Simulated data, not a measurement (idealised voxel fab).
Name of the process module below: voxel tone inversion
Square cells of 5 nm make up the cross-section cut, whose width is 165 nm.
Reading order for cross-sections: top band down to bottom band. Underlying form: a grid of square cells. Band size: one or more rows of cells. Look at the band entry: it leads with the top's height and the bottom's height in nm. Then it lists the materials left to right, with a width in nm for each. The word "edge to edge" on a single material says that material fills the band edge to edge. The word "air" is empty space. Height reference: 0 = level under which incoming wafer is all one material. Lowest band: no bottom, runs on downward, e.g. "0..down". Width spec "30..40" -> top row of cells at first value, bottom row at second value, equal per-row change in between. When a step is marked "nothing was modified", none of the cells in the cross-section changed during that step. "Enclosed void entries" enumerates empty spaces isolated from the top, with no open way to it, that contain at least 8 cells, giving each as width x height at distance from the left edge, all three in nm. If you see something after the settings on a step's line, that's the simulator's own remark about that step. "overlay nm" on a masked step: distance the mask lay right of its planned place, negative for left.
-- Steps in the process plan
- 1: RECEIVE: material Si
- 2: CONFORMAL_DEP: material SiCN, thk nm 10
- 3: DIRECTIONAL_DEP: material aC, thk nm 15
- 4: PATTERN: tone cover, mask id POSTS, material resist, width nm 15, pitch nm 40, thk nm 25, overlay nm 0
- 5: DIRECTIONAL_ETCH: etch materials aC, depth nm 15
- 6: STRIP: etch materials resist
- 7: FILL_DEP: material lowk, thk nm 10
- 8: CMP: height nm 25
- 9: STRIP: etch materials aC
-- As received (post step 1): cross-section
* 0..down | Si edge to edge
* Enclosed void entries: none
-- Below is the wafer in cross-section after the module was completed. It began from the starting point shown above and followed the plan shown above, except that one mistake was made while running it
* 25..0 | SiCN edge to edge
* 0..down | Si edge to edge
* Enclosed void entries: none
So what did we get wrong on this run? step 3 was processed under conditions differing from the plan, specifically as DIRECTIONAL_DEP: material SiCN, thk nm 15
